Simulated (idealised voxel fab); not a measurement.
Herein follows the process module entitled voxel capacitor over wiring.
Square cell edge 5 nm, section width 200 nm, ID cut.
How to read a cross-section here: the picture is a grid of square cells, written as bands going from the top down, and any band can span one or more rows of cells.
Top, bottom (nm), then materials left to right with widths (nm); lone material tagged "throughout" fills the whole band edge to edge; "air" = empty space.
Counting heights begins at 0, where everything beneath is, in the wafer as received, one material. The lowest band has no bottom; it goes on downwards, as "0 down" shows.
Note: "30 to 40" means the width goes from the first number (top row of the band) to the second number (bottom row) in equal steps per row of cells.
"nothing changed", as given for a step, is the statement that not any cell of the cross-section underwent a change during that step.
"Cavities, sealed" contains a list of empty spaces, each no smaller than 8 cells and without an open way to the top, written in the form width x height at distance with the distance from the left edge and all three in nm.
It should be noted that, on the line of a given step, the content following the step's settings is a remark produced by the simulator itself with respect to that step.
overlay nm: right-of-plan distance of the mask on a masked step; negative values mean left-of-plan.
### This section lists the process steps that were planned
1. RECEIVE, material Si
2. CONFORMAL_DEP, material SiO2, thk nm 15
3. CONFORMAL_DEP, material SiCN, thk nm 5
4. DIRECTIONAL_DEP, material lowk, thk nm 20
5. PATTERN, tone open, mask id METAL_1, material resist, width nm 30, pitch nm 80, thk nm 20, overlay nm 0
6. DIRECTIONAL_ETCH, etch materials lowk, depth nm 20
7. DIRECTIONAL_ETCH, etch materials SiCN, depth nm 5
8. STRIP, etch materials resist
9. CONFORMAL_DEP, material TiN, thk nm 5
10. FILL_DEP, material Cu, thk nm 5
11. CMP, height nm 40
12. CONFORMAL_DEP, material SiCN, thk nm 5
13. DIRECTIONAL_DEP, material lowk, thk nm 10
14. MASKED_ETCH, tone open, mask id PLUG_1, width nm 15, etch materials lowk, depth nm 10, overlay nm 0
15. MASKED_ETCH, tone open, mask id PLUG_1, width nm 15, etch materials SiCN, depth nm 5, overlay nm 0
16. EPI, material Ru, thk nm 10
17. EPI, material Ru, thk nm 5
18. DIRECTIONAL_DEP, material TiN, thk nm 10
19. DIRECTIONAL_DEP, material Al2O3, thk nm 5
20. DIRECTIONAL_DEP, material TiN, thk nm 5
21. PATTERN, tone cover, mask id UPPER_PLATE, material resist, width nm 55, thk nm 15, overlay nm 0
22. DIRECTIONAL_ETCH, etch materials TiN, depth nm 5
23. DIRECTIONAL_ETCH, etch materials Al2O3, depth nm 5
24. STRIP, etch materials resist
25. MASKED_ETCH, tone cover, mask id LOWER_PLATE, width nm 65, etch materials TiN, depth nm 10, overlay nm 0
26. FILL_DEP, material SiO2, thk nm 15
27. CMP, height nm 85
28. PATTERN, tone open, mask id PLUG_2, material resist, width nm 15, thk nm 15, overlay nm 0
29. DIRECTIONAL_ETCH, etch materials SiO2, depth nm 10
30. STRIP, etch materials resist
31. CONFORMAL_DEP, material TiN, thk nm 5
32. FILL_DEP, material W, thk nm 10
33. CMP, height nm 85
34. CONFORMAL_DEP, material SiN, thk nm 5
### Cross-section, incoming material, after step 1
	0 down = Si throughout
	Cavities, sealed: none
### Run as planned - first of the two wafers cross-sectioned at the end of the module
	90 to 85 = SiN throughout
	85 to 80 = 70 nm SiO2, then 5 nm TiN, then 5 nm W, then 5 nm TiN, then 115 nm SiO2
	80 to 70 = 70 to 60 nm SiO2, then 15 to 55 nm TiN, then 115 to 85 nm SiO2
	70 to 65 = 60 nm SiO2, then 55 nm Al2O3, then 85 nm SiO2
	65 to 55 = 55 nm SiO2, then 65 nm TiN, then 80 nm SiO2
	55 to 45 = 60 nm lowk, then 15 nm Ru, then 125 nm lowk
	45 to 40 = 60 nm SiCN, then 15 nm Ru, then 125 nm SiCN
	40 to 20 = 45 nm lowk, then 5 nm TiN, then 20 nm Cu, then 5 nm TiN, then 50 nm lowk, then 5 nm TiN, then 20 nm Cu, then 5 nm TiN, then 45 nm lowk
	20 to 15 = 45 nm SiCN, then 30 nm TiN, then 50 nm SiCN, then 30 nm TiN, then 45 nm SiCN
	15 to 0 = SiO2 throughout
	0 down = Si throughout
	Cavities, sealed: none
### Wafer two cross-section, module end. Start and plan unchanged from wafer one; one mistake made during the run
	90 to 85 = SiN throughout
	85 to 80 = 70 nm SiO2, then 5 nm Al2O3, then 5 nm W, then 5 nm Al2O3, then 115 nm SiO2
	80 to 75 = 70 nm SiO2, then 15 nm Al2O3, then 115 nm SiO2
	75 to 70 = 60 nm SiO2, then 55 nm TiN, then 85 nm SiO2
	70 to 65 = 60 nm SiO2, then 55 nm Al2O3, then 85 nm SiO2
	65 to 55 = 55 nm SiO2, then 65 nm TiN, then 80 nm SiO2
	55 to 45 = 60 nm lowk, then 15 nm Ru, then 125 nm lowk
	45 to 40 = 60 nm SiCN, then 15 nm Ru, then 125 nm SiCN
	40 to 20 = 45 nm lowk, then 5 nm TiN, then 20 nm Cu, then 5 nm TiN, then 50 nm lowk, then 5 nm TiN, then 20 nm Cu, then 5 nm TiN, then 45 nm lowk
	20 to 15 = 45 nm SiCN, then 30 nm TiN, then 50 nm SiCN, then 30 nm TiN, then 45 nm SiCN
	15 to 0 = SiO2 throughout
	0 down = Si throughout
	Cavities, sealed: none
Plan not followed: step 31 ran differently from the plan; actual operation with settings: CONFORMAL_DEP, material Al2O3, thk nm 5
Final difference in cells, second wafer against first, listed per material as more or fewer: Al2O3 +5 | TiN -5
